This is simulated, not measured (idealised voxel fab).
voxel wiring stack: a process module
Square cells of 5 nm make up the cross-section cut, whose width is 290 nm.
Heads up, the way a cross-section reads in here is a grid of square cells, handed over as bands from the top down, with every band being one or more rows of cells.
Band: top height; bottom height; in nm. Then, left to right: material with width in nm, for each material. "all across": a single material spanning edge to edge. "empty": empty space.
Counting heights begins at 0, where everything beneath is, in the wafer as received, one material. The lowest band has no bottom; it goes on downwards, as "0..down" shows.
It should be noted that a width expressed as "30 to 40" varies in equal increments from row to row of cells within the band, taking the value of the first number at the top row and that of the second number at the bottom row.
You'll sometimes find "nothing changed" written for a step, and that's the way of saying that nowhere in the cross-section did a cell change during that step.
"Entrapped void list" specifies each empty space that is not open to the top and that occupies no fewer than 8 cells, using the form width x height at distance, the distance measured from the left edge and all three quantities in nm.
Note: text after step settings on the step line = simulator remark on that step.
A step line may carry the setting "overlay nm", which, for steps involving a mask, states the distance by which the mask lay to the right of its intended position; negative values denote displacement to the left.

# Steps in the process plan
1 RECEIVE: material Si
2 CONFORMAL_DEP: material SiO2, thk nm 15
3 DIRECTIONAL_DEP: material TiN, thk nm 5
4 DIRECTIONAL_DEP: material W, thk nm 20
5 DIRECTIONAL_DEP: material aC, thk nm 10
6 PATTERN: tone cover, mask id METAL_1, material resist, width nm 30, pitch nm 60, thk nm 25, overlay nm 0
7 DIRECTIONAL_ETCH: etch materials aC, depth nm 10
8 STRIP: etch materials resist
9 DIRECTIONAL_ETCH: etch materials W, depth nm 20
10 DIRECTIONAL_ETCH: etch materials TiN, depth nm 5
11 STRIP: etch materials aC
12 FILL_DEP: material SiO2, thk nm 5
13 CMP: height nm 40
14 CONFORMAL_DEP: material SiCN, thk nm 5
15 DIRECTIONAL_DEP: material lowk, thk nm 30
16 PATTERN: tone open, mask id METAL_2_HOLES, material resist, width nm 15, pitch nm 120, thk nm 15, overlay nm 0
17 DIRECTIONAL_ETCH: etch materials lowk, depth nm 30
18 STRIP: etch materials resist
19 PATTERN: tone open, mask id METAL_2, material resist, width nm 30, pitch nm 60, thk nm 20, overlay nm 0
20 DIRECTIONAL_ETCH: etch materials lowk, depth nm 20
21 DIRECTIONAL_ETCH: etch materials SiCN, depth nm 5
22 STRIP: etch materials resist
23 CONFORMAL_DEP: material TiN, thk nm 5
24 FILL_DEP: material Cu, thk nm 10
25 CMP: height nm 75
26 CONFORMAL_DEP: material SiCN, thk nm 5
27 DIRECTIONAL_DEP: material SiO2, thk nm 15
28 PATTERN: tone open, mask id PLUG_2, material resist, width nm 15, pitch nm 60, thk nm 15, overlay nm 0
29 DIRECTIONAL_ETCH: etch materials SiO2, depth nm 15
30 DIRECTIONAL_ETCH: etch materials SiCN, depth nm 5
31 STRIP: etch materials resist
32 EPI: material Ru, thk nm 10
33 EPI: material Ru, thk nm 10
34 DIRECTIONAL_DEP: material TiN, thk nm 5
35 DIRECTIONAL_DEP: material W, thk nm 20
36 DIRECTIONAL_DEP: material aC, thk nm 10
37 PATTERN: tone cover, mask id METAL_3, material resist, width nm 30, pitch nm 60, thk nm 25, overlay nm 0
38 DIRECTIONAL_ETCH: etch materials aC, depth nm 10
39 STRIP: etch materials resist
40 DIRECTIONAL_ETCH: etch materials W, depth nm 20
41 DIRECTIONAL_ETCH: etch materials TiN, depth nm 5
42 STRIP: etch materials aC
43 FILL_DEP: material lowk, thk nm 5
44 CMP: height nm 120
45 CONFORMAL_DEP: material SiCN, thk nm 5

# Step 1 complete: cross-section of the wafer as received
0..down  Si all across
Entrapped void list: none

# First of two wafers: cross-section at end of module, run per plan
125..120  SiCN all across
120..100  lowk (70); W (30); lowk (30); W (30); lowk (30); W (30); lowk (70)
100..95  lowk (70); TiN (30); lowk (30); TiN (30); lowk (30); TiN (30); lowk (70)
95..80  SiO2 (70); Ru (15); SiO2 (45); Ru (15); SiO2 (45); Ru (15); SiO2 (85)
80..75  SiCN (70); Ru (15); SiCN (45); Ru (15); SiCN (45); Ru (15); SiCN (85)
75..60  lowk (70); TiN (5); Cu (20); TiN (5); lowk (30); TiN (5); Cu (20); TiN (5); lowk (30); TiN (5); Cu (20); TiN (5); lowk (70)
60..55  lowk (70); TiN (5); Cu (5); TiN (20); lowk (30); TiN (30); lowk (30); TiN (5); Cu (5); TiN (20); lowk (70)
55..45  lowk (70); TiN (5); Cu (5); TiN (5); lowk (105); TiN (5); Cu (5); TiN (5); lowk (85)
45..40  SiCN (70); TiN (15); SiCN (105); TiN (15); SiCN (85)
40..20  SiO2 (70); W (30); SiO2 (30); W (30); SiO2 (30); W (30); SiO2 (70)
20..15  SiO2 (70); TiN (30); SiO2 (30); TiN (30); SiO2 (30); TiN (30); SiO2 (70)
15..0  SiO2 all across
0..down  Si all across
Entrapped void list: none

# second wafer at the end: like start, like plan, one mistake
125..120  SiCN all across
120..100  lowk (70); W (30); lowk (30); W (30); lowk (30); W (30); lowk (70)
100..95  lowk (70); TiN (30); lowk (30); TiN (30); lowk (30); TiN (30); lowk (70)
95..80  SiO2 (70); Ru (15); SiO2 (45); Ru (15); SiO2 (45); Ru (15); SiO2 (85)
80..75  SiCN (70); Ru (15); SiCN (45); Ru (15); SiCN (45); Ru (15); SiCN (85)
75..70  SiCN (70); TiN (30); SiCN (30); TiN (30); SiCN (30); TiN (30); SiCN (70)
70..40  lowk all across
40..20  SiO2 (70); W (30); SiO2 (30); W (30); SiO2 (30); W (30); SiO2 (70)
20..15  SiO2 (70); TiN (30); SiO2 (30); TiN (30); SiO2 (30); TiN (30); SiO2 (70)
15..0  SiO2 all across
0..down  Si all across
Entrapped void list: none
what went wrong: the run placed steps 14 and 15 each in the position the plan gave to the other
The second wafer ends with more or fewer cells of some materials than the first, per final count: -42 Cu | -12 SiCN | -30 TiN | +84 lowk
